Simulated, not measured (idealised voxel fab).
process module | voxel double patterning
cross-section cut | 215 nm wide | cells 5 nm
A cross-section is a grid of square cells, given in bands from the top down. A band is one or more rows of cells.
Each band's line starts with the height of the band's top and of its bottom, in nm. Then come its materials from left to right, each with its width in nm. One material with "throughout" fills the band from edge to edge. "air" is empty space.
Height 0 is the level under which the wafer as received is all one material. The lowest band goes on downwards, as in "0 down".
A width such as "30 to 40" changes by the same amount from each row of cells to the next, from the band's top row to its bottom row.
"no change" after a step means that no cell of the cross-section changed.
closed voids: empty space of 8 cells or more with no open way to the top, each as width x height at its distance from the left edge, in nm
after a step's settings: what the simulator itself notes on the step
overlay nm, on a step with a mask: how far to the right of its planned place the mask lay; to the left if negative
Each pair below shows a cross-section before one step and the cross-section after it, down to the lowest band that changed. The line under each pair gives the step between them, with its settings. The pairs can come from different runs of this module on the same starting wafer, so a pair continues from the pair above only where its "before" says so.
before
  0 down: Si throughout
  closed voids: none
after
  5 to 0: SiO2 throughout
  below 0: unchanged
  closed voids: none
the step between: op CONFORMAL_DEP | material SiO2 | thk nm 5
before: the cross-section after the pair above
after
  25 to 5: TiN throughout
  below 5: unchanged
  closed voids: none
the step between: op DIRECTIONAL_DEP | material TiN | thk nm 20
before: the cross-section after the pair above
after
  30 to 25: SiCN throughout
  below 25: unchanged
  closed voids: none
the step between: op DIRECTIONAL_DEP | material SiCN | thk nm 5
before: the cross-section after the pair above
after
  45 to 30: resist 75 | air 15 | resist 35 | air 15 | resist 75
  below 30: unchanged
  closed voids: none
the step between: op PATTERN | tone open | mask id FIRST | material resist | width nm 15 | pitch nm 50 | thk nm 15 | overlay nm 0
before: the cross-section after the pair above
after
  45 to 30: resist 75 | air 15 | resist 35 | air 15 | resist 75
  30 to 25: SiCN 75 | air 15 | SiCN 35 | air 15 | SiCN 75
  below 25: unchanged
  closed voids: none
the step between: op DIRECTIONAL_ETCH | etch materials SiCN | depth nm 5
before: the cross-section after the pair above
after
  30 to 25: SiCN 75 | air 15 | SiCN 35 | air 15 | SiCN 75
  below 25: unchanged
  closed voids: none
the step between: op STRIP | etch materials resist
before: the cross-section after the pair above
after
  50 to 30: resist 100 | air 15 | resist 100
  30 to 25: SiCN 75 | resist 15 | SiCN 35 | resist 15 | SiCN 75
  below 25: unchanged
  closed voids: none
the step between: op PATTERN | tone open | mask id SECOND | material resist | width nm 15 | thk nm 20 | overlay nm 0
before: the cross-section after the pair above
after
  50 to 30: resist 100 | air 15 | resist 100
  30 to 25: SiCN 75 | resist 15 | SiCN 10 | air 15 | SiCN 10 | resist 15 | SiCN 75
  below 25: unchanged
  closed voids: none
the step between: op DIRECTIONAL_ETCH | etch materials SiCN | depth nm 5
before: the cross-section after the pair above
after
  30 to 25: SiCN 75 | air 15 | SiCN 10 | air 15 | SiCN 10 | air 15 | SiCN 75
  below 25: unchanged
  closed voids: none
the step between: op STRIP | etch materials resist
before: the cross-section after the pair above
after
  30 to 25: SiCN 75 | air 15 | SiCN 10 | air 15 | SiCN 10 | air 15 | SiCN 75
  25 to 5: TiN 75 | air 15 | TiN 10 | air 15 | TiN 10 | air 15 | TiN 75
  below 5: unchanged
  closed voids: none
the step between: op DIRECTIONAL_ETCH | etch materials TiN | depth nm 20
before: the cross-section after the pair above
after
  25 to 5: TiN 75 | air 15 | TiN 10 | air 15 | TiN 10 | air 15 | TiN 75
  below 5: unchanged
  closed voids: none
the step between: op STRIP | etch materials SiCN
before
  25 to 5: TiN throughout
  5 to 0: SiO2 throughout
  0 down: Si throughout
  closed voids: none
after
  45 to 5: TiN throughout
  below 5: unchanged
  closed voids: none
the step between: op DIRECTIONAL_DEP | material TiN | thk nm 20
before: the cross-section after the pair above
after
  50 to 45: SiCN throughout
  below 45: unchanged
  closed voids: none
the step between: op DIRECTIONAL_DEP | material SiCN | thk nm 5
before: the cross-section after the pair above
after
  65 to 50: resist 75 | air 15 | resist 35 | air 15 | resist 75
  below 50: unchanged
  closed voids: none
the step between: op PATTERN | tone open | mask id FIRST | material resist | width nm 15 | pitch nm 50 | thk nm 15 | overlay nm 0
before: the cross-section after the pair above
after
  65 to 50: resist 75 | air 15 | resist 35 | air 15 | resist 75
  50 to 45: SiCN 75 | air 15 | SiCN 35 | air 15 | SiCN 75
  below 45: unchanged
  closed voids: none
the step between: op DIRECTIONAL_ETCH | etch materials SiCN | depth nm 5
before: the cross-section after the pair above
after
  50 to 45: SiCN 75 | air 15 | SiCN 35 | air 15 | SiCN 75
  below 45: unchanged
  closed voids: none
the step between: op STRIP | etch materials resist
before: the cross-section after the pair above
after
  70 to 50: resist 100 | air 15 | resist 100
  50 to 45: SiCN 75 | resist 15 | SiCN 35 | resist 15 | SiCN 75
  below 45: unchanged
  closed voids: none
the step between: op PATTERN | tone open | mask id SECOND | material resist | width nm 15 | thk nm 20 | overlay nm 0
before: the cross-section after the pair above
after
  70 to 50: resist 100 | air 15 | resist 100
  50 to 45: SiCN 75 | resist 15 | SiCN 10 | air 15 | SiCN 10 | resist 15 | SiCN 75
  below 45: unchanged
  closed voids: none
the step between: op DIRECTIONAL_ETCH | etch materials SiCN | depth nm 5
before: the cross-section after the pair above
after
  50 to 45: SiCN 75 | air 15 | SiCN 10 | air 15 | SiCN 10 | air 15 | SiCN 75
  below 45: unchanged
  closed voids: none
the step between: op STRIP | etch materials resist
before: the cross-section after the pair above
after
  50 to 45: SiCN 75 | air 15 | SiCN 10 | air 15 | SiCN 10 | air 15 | SiCN 75
  45 to 25: TiN 75 | air 15 | TiN 10 | air 15 | TiN 10 | air 15 | TiN 75
  below 25: unchanged
  closed voids: none
the step between: op DIRECTIONAL_ETCH | etch materials TiN | depth nm 20
before: the cross-section after the pair above
after
  45 to 25: TiN 75 | air 15 | TiN 10 | air 15 | TiN 10 | air 15 | TiN 75
  below 25: unchanged
  closed voids: none
the step between: op STRIP | etch materials SiCN
before
  0 down: Si throughout
  closed voids: none
after
  20 to 0: TiN throughout
  below 0: unchanged
  closed voids: none
the step between: op DIRECTIONAL_DEP | material TiN | thk nm 20
before: the cross-section after the pair above
after
  25 to 20: SiO2 throughout
  below 20: unchanged
  closed voids: none
the step between: op CONFORMAL_DEP | material SiO2 | thk nm 5
before: the cross-section after the pair above
after
  30 to 25: SiCN throughout
  below 25: unchanged
  closed voids: none
the step between: op DIRECTIONAL_DEP | material SiCN | thk nm 5
before: the cross-section after the pair above
after
  45 to 30: resist 75 | air 15 | resist 35 | air 15 | resist 75
  below 30: unchanged
  closed voids: none
the step between: op PATTERN | tone open | mask id FIRST | material resist | width nm 15 | pitch nm 50 | thk nm 15 | overlay nm 0
before: the cross-section after the pair above
after
  45 to 30: resist 75 | air 15 | resist 35 | air 15 | resist 75
  30 to 25: SiCN 75 | air 15 | SiCN 35 | air 15 | SiCN 75
  below 25: unchanged
  closed voids: none
the step between: op DIRECTIONAL_ETCH | etch materials SiCN | depth nm 5
before: the cross-section after the pair above
after
  30 to 25: SiCN 75 | air 15 | SiCN 35 | air 15 | SiCN 75
  below 25: unchanged
  closed voids: none
the step between: op STRIP | etch materials resist
before: the cross-section after the pair above
after
  50 to 30: resist 100 | air 15 | resist 100
  30 to 25: SiCN 75 | resist 15 | SiCN 35 | resist 15 | SiCN 75
  below 25: unchanged
  closed voids: none
the step between: op PATTERN | tone open | mask id SECOND | material resist | width nm 15 | thk nm 20 | overlay nm 0
before: the cross-section after the pair above
after
  50 to 30: resist 100 | air 15 | resist 100
  30 to 25: SiCN 75 | resist 15 | SiCN 10 | air 15 | SiCN 10 | resist 15 | SiCN 75
  below 25: unchanged
  closed voids: none
the step between: op DIRECTIONAL_ETCH | etch materials SiCN | depth nm 5
before: the cross-section after the pair above
after
  30 to 25: SiCN 75 | air 15 | SiCN 10 | air 15 | SiCN 10 | air 15 | SiCN 75
  below 25: unchanged
  closed voids: none
the step between: op STRIP | etch materials resist
before: the cross-section after the pair above
after
  25 to 20: SiO2 throughout
  below 20: unchanged
  closed voids: none
the step between: op STRIP | etch materials SiCN
before
  30 to 25: SiCN 75 | air 15 | SiCN 10 | air 15 | SiCN 10 | air 15 | SiCN 75
  25 to 5: TiN throughout
  5 to 0: SiO2 throughout
  0 down: Si throughout
  closed voids: none
after
  30 to 25: SiCN 75 | air 15 | SiCN 10 | air 15 | SiCN 10 | air 15 | SiCN 75
  25 to 10: TiN 75 | air 15 | TiN 10 | air 15 | TiN 10 | air 15 | TiN 75
  below 10: unchanged
  closed voids: none
the step between: op DIRECTIONAL_ETCH | etch materials TiN | depth nm 15
before: the cross-section after the pair above
after
  25 to 10: TiN 75 | air 15 | TiN 10 | air 15 | TiN 10 | air 15 | TiN 75
  below 10: unchanged
  closed voids: none
the step between: op STRIP | etch materials SiCN
before
  30 to 25: SiCN throughout
  25 to 5: TiN throughout
  5 to 0: SiO2 throughout
  0 down: Si throughout
  closed voids: none
after
  45 to 30: resist 70 | air 25 | resist 25 | air 25 | resist 70
  below 30: unchanged
  closed voids: none
the step between: op PATTERN | tone open | mask id FIRST | material resist | width nm 25 | pitch nm 50 | thk nm 15 | overlay nm 0
before: the cross-section after the pair above
after
  45 to 30: resist 70 | air 25 | resist 25 | air 25 | resist 70
  30 to 25: SiCN 70 | air 25 | SiCN 25 | air 25 | SiCN 70
  below 25: unchanged
  closed voids: none
the step between: op DIRECTIONAL_ETCH | etch materials SiCN | depth nm 5
before: the cross-section after the pair above
after
  30 to 25: SiCN 70 | air 25 | SiCN 25 | air 25 | SiCN 70
  below 25: unchanged
  closed voids: none
the step between: op STRIP | etch materials resist
before: the cross-section after the pair above
after
  50 to 30: resist 100 | air 15 | resist 100
  30 to 25: SiCN 70 | resist 25 | SiCN 25 | resist 25 | SiCN 70
  below 25: unchanged
  closed voids: none
the step between: op PATTERN | tone open | mask id SECOND | material resist | width nm 15 | thk nm 20 | overlay nm 0
before: the cross-section after the pair above
after
  50 to 30: resist 100 | air 15 | resist 100
  30 to 25: SiCN 70 | resist 25 | SiCN 5 | air 15 | SiCN 5 | resist 25 | SiCN 70
  below 25: unchanged
  closed voids: none
the step between: op DIRECTIONAL_ETCH | etch materials SiCN | depth nm 5
before: the cross-section after the pair above
after
  30 to 25: SiCN 70 | air 25 | SiCN 5 | air 15 | SiCN 5 | air 25 | SiCN 70
  below 25: unchanged
  closed voids: none
the step between: op STRIP | etch materials resist
before: the cross-section after the pair above
after
  30 to 25: SiCN 70 | air 25 | SiCN 5 | air 15 | SiCN 5 | air 25 | SiCN 70
  25 to 5: TiN 70 | air 25 | TiN 5 | air 15 | TiN 5 | air 25 | TiN 70
  below 5: unchanged
  closed voids: none
the step between: op DIRECTIONAL_ETCH | etch materials TiN | depth nm 20
before: the cross-section after the pair above
after
  25 to 5: TiN 70 | air 25 | TiN 5 | air 15 | TiN 5 | air 25 | TiN 70
  below 5: unchanged
  closed voids: none
the step between: op STRIP | etch materials SiCN
before
  30 to 25: SiCN 75 | air 15 | SiCN 35 | air 15 | SiCN 75
  25 to 5: TiN throughout
  5 to 0: SiO2 throughout
  0 down: Si throughout
  closed voids: none
after
  50 to 30: resist 105 | air 15 | resist 95
  30 to 25: SiCN 75 | resist 15 | SiCN 35 | resist 15 | SiCN 75
  below 25: unchanged
  closed voids: none
the step between: op PATTERN | tone open | mask id SECOND | material resist | width nm 15 | thk nm 20 | overlay nm 5
before: the cross-section after the pair above
after
  50 to 30: resist 105 | air 15 | resist 95
  30 to 25: SiCN 75 | resist 15 | SiCN 15 | air 15 | SiCN 5 | resist 15 | SiCN 75
  below 25: unchanged
  closed voids: none
the step between: op DIRECTIONAL_ETCH | etch materials SiCN | depth nm 5
before: the cross-section after the pair above
after
  30 to 25: SiCN 75 | air 15 | SiCN 15 | air 15 | SiCN 5 | air 15 | SiCN 75
  below 25: unchanged
  closed voids: none
the step between: op STRIP | etch materials resist
before: the cross-section after the pair above
after
  30 to 25: SiCN 75 | air 15 | SiCN 15 | air 15 | SiCN 5 | air 15 | SiCN 75
  25 to 5: TiN 75 | air 15 | TiN 15 | air 15 | TiN 5 | air 15 | TiN 75
  below 5: unchanged
  closed voids: none
the step between: op DIRECTIONAL_ETCH | etch materials TiN | depth nm 20
before: the cross-section after the pair above
after
  25 to 5: TiN 75 | air 15 | TiN 15 | air 15 | TiN 5 | air 15 | TiN 75
  below 5: unchanged
  closed voids: none
the step between: op STRIP | etch materials SiCN
before
  0 down: Si throughout
  closed voids: none
after
  5 to 0: TiN throughout
  below 0: unchanged
  closed voids: none
the step between: op CONFORMAL_DEP | material TiN | thk nm 5
before: the cross-section after the pair above
after
  25 to 0: TiN throughout
  below 0: unchanged
  closed voids: none
the step between: op DIRECTIONAL_DEP | material TiN | thk nm 20
before: the cross-section after the pair above
after
  30 to 25: SiCN throughout
  below 25: unchanged
  closed voids: none
the step between: op DIRECTIONAL_DEP | material SiCN | thk nm 5
before: the cross-section after the pair above
after
  45 to 30: resist 75 | air 15 | resist 35 | air 15 | resist 75
  below 30: unchanged
  closed voids: none
the step between: op PATTERN | tone open | mask id FIRST | material resist | width nm 15 | pitch nm 50 | thk nm 15 | overlay nm 0
before: the cross-section after the pair above
after
  45 to 30: resist 75 | air 15 | resist 35 | air 15 | resist 75
  30 to 25: SiCN 75 | air 15 | SiCN 35 | air 15 | SiCN 75
  below 25: unchanged
  closed voids: none
the step between: op DIRECTIONAL_ETCH | etch materials SiCN | depth nm 5
before: the cross-section after the pair above
after
  30 to 25: SiCN 75 | air 15 | SiCN 35 | air 15 | SiCN 75
  below 25: unchanged
  closed voids: none
the step between: op STRIP | etch materials resist
before: the cross-section after the pair above
after
  50 to 30: resist 100 | air 15 | resist 100
  30 to 25: SiCN 75 | resist 15 | SiCN 35 | resist 15 | SiCN 75
  below 25: unchanged
  closed voids: none
the step between: op PATTERN | tone open | mask id SECOND | material resist | width nm 15 | thk nm 20 | overlay nm 0
before: the cross-section after the pair above
after
  50 to 30: resist 100 | air 15 | resist 100
  30 to 25: SiCN 75 | resist 15 | SiCN 10 | air 15 | SiCN 10 | resist 15 | SiCN 75
  below 25: unchanged
  closed voids: none
the step between: op DIRECTIONAL_ETCH | etch materials SiCN | depth nm 5
before: the cross-section after the pair above
after
  30 to 25: SiCN 75 | air 15 | SiCN 10 | air 15 | SiCN 10 | air 15 | SiCN 75
  below 25: unchanged
  closed voids: none
the step between: op STRIP | etch materials resist
before: the cross-section after the pair above
after
  30 to 25: SiCN 75 | air 15 | SiCN 10 | air 15 | SiCN 10 | air 15 | SiCN 75
  25 to 5: TiN 75 | air 15 | TiN 10 | air 15 | TiN 10 | air 15 | TiN 75
  below 5: unchanged
  closed voids: none
the step between: op DIRECTIONAL_ETCH | etch materials TiN | depth nm 20
before: the cross-section after the pair above
after
  25 to 5: TiN 75 | air 15 | TiN 10 | air 15 | TiN 10 | air 15 | TiN 75
  below 5: unchanged
  closed voids: none
the step between: op STRIP | etch materials SiCN
before
  30 to 25: SiCN 75 | air 15 | SiCN 35 | air 15 | SiCN 75
  25 to 5: TiN throughout
  5 to 0: SiO2 throughout
  0 down: Si throughout
  closed voids: none
after
  50 to 30: air 100 | resist 15 | air 100
  below 30: unchanged
  closed voids: none
the step between: op PATTERN | tone cover | mask id SECOND | material resist | width nm 15 | thk nm 20 | overlay nm 0
before: the cross-section after the pair above
after
  50 to 30: air 100 | resist 15 | air 100
  30 to 25: air 100 | SiCN 15 | air 100
  below 25: unchanged
  closed voids: none
the step between: op DIRECTIONAL_ETCH | etch materials SiCN | depth nm 5
before: the cross-section after the pair above
after
  30 to 25: air 100 | SiCN 15 | air 100
  below 25: unchanged
  closed voids: none
the step between: op STRIP | etch materials resist
before: the cross-section after the pair above
after
  30 to 25: air 100 | SiCN 15 | air 100
  25 to 5: air 100 | TiN 15 | air 100
  below 5: unchanged
  closed voids: none
the step between: op DIRECTIONAL_ETCH | etch materials TiN | depth nm 20
before: the cross-section after the pair above
after
  25 to 5: air 100 | TiN 15 | air 100
  below 5: unchanged
  closed voids: none
the step between: op STRIP | etch materials SiCN
